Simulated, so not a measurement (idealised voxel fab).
process module | voxel transistor to metal
cross-section cut | 175 nm wide | cells 5 nm
A cross-section is a grid of square cells, given in bands from the top down. A band is one or more rows of cells.
Each band's line starts with the height of the band's top and of its bottom, in nm. Then come its materials from left to right, each with its width in nm. One material with "throughout" fills the band from edge to edge. "air" is empty space.
Height 0 is the level under which the wafer as received is all one material. The lowest band goes on downwards, as in "0 down".
A width such as "30 to 40" changes by the same amount from each row of cells to the next, from the band's top row to its bottom row.
"no change" after a step means that no cell of the cross-section changed.
closed voids: empty space of 8 cells or more with no open way to the top, each as width x height at its distance from the left edge, in nm
after a step's settings: what the simulator itself notes on the step
overlay nm, on a step with a mask: how far to the right of its planned place the mask lay; to the left if negative
plan
1 op RECEIVE | material Si
2 op OXIDIZE | depth nm 5
3 op CONFORMAL_DEP | material SiN | thk nm 10
4 op DIRECTIONAL_DEP | material aC | thk nm 15
5 op PATTERN | tone cover | mask id ACTIVE | material resist | width nm 115 | thk nm 35 | overlay nm 0
6 op DIRECTIONAL_ETCH | etch materials aC | depth nm 15
7 op STRIP | etch materials resist
8 op DIRECTIONAL_ETCH | etch materials SiN | depth nm 10
9 op DIRECTIONAL_ETCH | etch materials SiO2 | depth nm 5
10 op DIRECTIONAL_ETCH | etch materials Si | depth nm 20
11 op STRIP | etch materials aC
12 op OXIDIZE | depth nm 5
13 op FILL_DEP | material SiO2 | thk nm 5
14 op CMP | height nm 10
15 op SELECTIVE_ETCH | etch materials SiO2 | depth nm 10
16 op STRIP | etch materials SiN
17 op SELECTIVE_ETCH | etch materials SiO2 | depth nm 5
18 op OXIDIZE | depth nm 5
19 op DIRECTIONAL_DEP | material polySi | thk nm 30
20 op DIRECTIONAL_DEP | material SiCN | thk nm 10
21 op PATTERN | tone cover | mask id GATE | material resist | width nm 25 | thk nm 15 | overlay nm 0
22 op DIRECTIONAL_ETCH | etch materials SiCN | depth nm 20
23 op DIRECTIONAL_ETCH | etch materials polySi | depth nm 40
24 op STRIP | etch materials resist
25 op CONFORMAL_DEP | material SiO2 | thk nm 5
26 op DIRECTIONAL_ETCH | etch materials SiO2 | depth nm 5
27 op CONFORMAL_DEP | material SiN | thk nm 10
28 op DIRECTIONAL_ETCH | etch materials SiN | depth nm 10
29 op DIRECTIONAL_ETCH | etch materials SiO2 | depth nm 5
30 op DIRECTIONAL_ETCH | etch materials Si | depth nm 5
31 op EPI | material pSi | thk nm 5
32 op FILL_DEP | material SiO2 | thk nm 5
33 op CMP | height nm 25
34 op STRIP | etch materials polySi
35 op SELECTIVE_ETCH | etch materials SiO2 | depth nm 5
36 op CONFORMAL_DEP | material HfO2 | thk nm 5
37 op CONFORMAL_DEP | material TiN | thk nm 5
38 op FILL_DEP | material W | thk nm 5
39 op CMP | height nm 20
40 op DIRECTIONAL_DEP | material SiO2 | thk nm 10
41 op MASKED_ETCH | tone open | mask id CONTACT | width nm 15 | pitch nm 75 | etch materials SiO2 | depth nm 40 | overlay nm 0
42 op CONFORMAL_DEP | material TiN | thk nm 5
43 op FILL_DEP | material W | thk nm 5
44 op CMP | height nm 30
45 op CONFORMAL_DEP | material SiCN | thk nm 5
46 op DIRECTIONAL_DEP | material lowk | thk nm 25
47 op PATTERN | tone open | mask id METAL_1 | material resist | width nm 20 | pitch nm 75 | thk nm 20 | overlay nm 0
48 op DIRECTIONAL_ETCH | etch materials lowk | depth nm 25
49 op DIRECTIONAL_ETCH | etch materials SiCN | depth nm 5
50 op STRIP | etch materials resist
51 op CONFORMAL_DEP | material TiN | thk nm 5
52 op FILL_DEP | material W | thk nm 5
53 op CMP | height nm 60
54 op EPI | material Ru | thk nm 5
55 op FILL_DEP | material SiCN | thk nm 5
56 op DIRECTIONAL_DEP | material lowk | thk nm 25
57 op PATTERN | tone open | mask id METAL_2 | material resist | width nm 20 | pitch nm 75 | thk nm 15 | overlay nm 0
58 op DIRECTIONAL_ETCH | etch materials lowk | depth nm 15
59 op STRIP | etch materials resist
60 op PATTERN | tone open | mask id METAL_2_HOLES | material resist | width nm 15 | pitch nm 75 | thk nm 15 | overlay nm 0
61 op DIRECTIONAL_ETCH | etch materials lowk | depth nm 10
62 op DIRECTIONAL_ETCH | etch materials SiCN | depth nm 5
63 op STRIP | etch materials resist
64 op CONFORMAL_DEP | material TiN | thk nm 5
65 op FILL_DEP | material Cu | thk nm 5
66 op CMP | height nm 95
67 op CONFORMAL_DEP | material SiN | thk nm 5
varied across the wafers: width nm of step 41. The plan shows the first wafer's value. All wafers start alike
first wafer as received, after step 1
  0 down: Si throughout
  closed voids: none
first wafer at the end, after step 67
  100 to 95: SiN throughout
  95 to 85: lowk 40 | TiN 5 | Cu 10 | TiN 5 | lowk 55 | TiN 5 | Cu 10 | TiN 5 | lowk 40
  85 to 80: lowk 40 | TiN 5 | Cu 5 | TiN 10 | lowk 55 | TiN 5 | Cu 5 | TiN 10 | lowk 40
  80 to 70: lowk 40 | TiN 5 | Cu 5 | TiN 5 | lowk 60 | TiN 5 | Cu 5 | TiN 5 | lowk 45
  70 to 65: SiCN 40 | TiN 15 | SiCN 60 | TiN 15 | SiCN 45
  65 to 60: SiCN 35 | Ru 30 | SiCN 45 | Ru 30 | SiCN 35
  60 to 35: lowk 40 | TiN 5 | W 10 | TiN 5 | lowk 55 | TiN 5 | W 10 | TiN 5 | lowk 40
  35 to 30: SiCN 40 | TiN 20 | SiCN 55 | TiN 20 | SiCN 40
  30 to 20: SiO2 45 | TiN 5 | W 5 | TiN 5 | SiO2 60 | TiN 5 | W 5 | TiN 5 | SiO2 40
  20 to 0: SiO2 45 | TiN 5 | W 5 | TiN 5 | SiN 10 | HfO2 5 | TiN 5 | W 15 | TiN 5 | HfO2 5 | SiN 10 | SiO2 5 | TiN 5 | W 5 | TiN 5 | SiO2 40
  0 to -5: SiO2 45 | TiN 15 | SiN 10 | HfO2 5 | TiN 25 | HfO2 5 | SiN 10 | SiO2 5 | TiN 5 | W 5 | TiN 5 | SiO2 40
  -5 to -10: SiO2 45 | TiN 10 | pSi 5 | SiO2 10 | HfO2 35 | SiO2 10 | pSi 5 | TiN 15 | SiO2 40
  -10 to -15: SiO2 35 | pSi 25 | Si 55 | pSi 25 | SiO2 35
  -15 to -30: SiO2 35 | Si 105 | SiO2 35
  -30 down: Si throughout
  closed voids: none
last wafer at the end
  100 to 95: SiN throughout
  95 to 85: lowk 40 | TiN 5 | Cu 10 | TiN 5 | lowk 55 | TiN 5 | Cu 10 | TiN 5 | lowk 40
  85 to 80: lowk 40 | TiN 5 | Cu 5 | TiN 10 | lowk 55 | TiN 5 | Cu 5 | TiN 10 | lowk 40
  80 to 70: lowk 40 | TiN 5 | Cu 5 | TiN 5 | lowk 60 | TiN 5 | Cu 5 | TiN 5 | lowk 45
  70 to 65: SiCN 40 | TiN 15 | SiCN 60 | TiN 15 | SiCN 45
  65 to 60: SiCN 35 | Ru 30 | SiCN 45 | Ru 30 | SiCN 35
  60 to 35: lowk 40 | TiN 5 | W 10 | TiN 5 | lowk 55 | TiN 5 | W 10 | TiN 5 | lowk 40
  35 to 30: SiCN 40 | TiN 20 | SiCN 55 | TiN 20 | SiCN 40
  30 to 20: SiO2 35 | TiN 5 | W 25 to 15 | TiN 5 to 15 | SiO2 40 | TiN 5 to 10 | W 25 to 20 | TiN 5 | SiO2 30
  20 to 0: SiO2 35 | TiN 5 | W 15 | TiN 5 | SiN 10 | HfO2 5 | TiN 5 | W 15 | TiN 5 | HfO2 5 | SiN 10 | TiN 5 | W 20 | TiN 5 | SiO2 30
  0 to -5: SiO2 35 | TiN 5 | W 10 | TiN 10 | SiN 10 | HfO2 5 | TiN 25 | HfO2 5 | SiN 10 | TiN 10 | W 15 | TiN 5 | SiO2 30
  -5 to -10: SiO2 35 | TiN 20 | pSi 5 | SiO2 10 | HfO2 35 | SiO2 10 | pSi 5 | TiN 25 | SiO2 30
  -10 to -15: SiO2 35 | pSi 25 | Si 55 | pSi 25 | SiO2 35
  -15 to -30: SiO2 35 | Si 105 | SiO2 35
  -30 down: Si throughout
  closed voids: none
each wafer at the end: cells of each material gained (+) or lost (-) since it was received, then its closed voids
width nm 15 | +14 Cu | +17 HfO2 | +12 Ru | -136 Si | +79 SiCN | +55 SiN | +225 SiO2 | +103 TiN | +45 W | +274 lowk | +12 pSi | closed voids: none
width nm 20 | +14 Cu | +17 HfO2 | +12 Ru | -136 Si | +79 SiCN | +55 SiN | +210 SiO2 | +105 TiN | +58 W | +274 lowk | +12 pSi | closed voids: none
width nm 25 | +14 Cu | +17 HfO2 | +12 Ru | -136 Si | +79 SiCN | +55 SiN | +200 SiO2 | +107 TiN | +66 W | +274 lowk | +12 pSi | closed voids: none
width nm 30 | +14 Cu | +17 HfO2 | +12 Ru | -136 Si | +79 SiCN | +55 SiN | +190 SiO2 | +109 TiN | +74 W | +274 lowk | +12 pSi | closed voids: none
width nm 35 | +14 Cu | +17 HfO2 | +12 Ru | -136 Si | +79 SiCN | +55 SiN | +180 SiO2 | +111 TiN | +82 W | +274 lowk | +12 pSi | closed voids: none
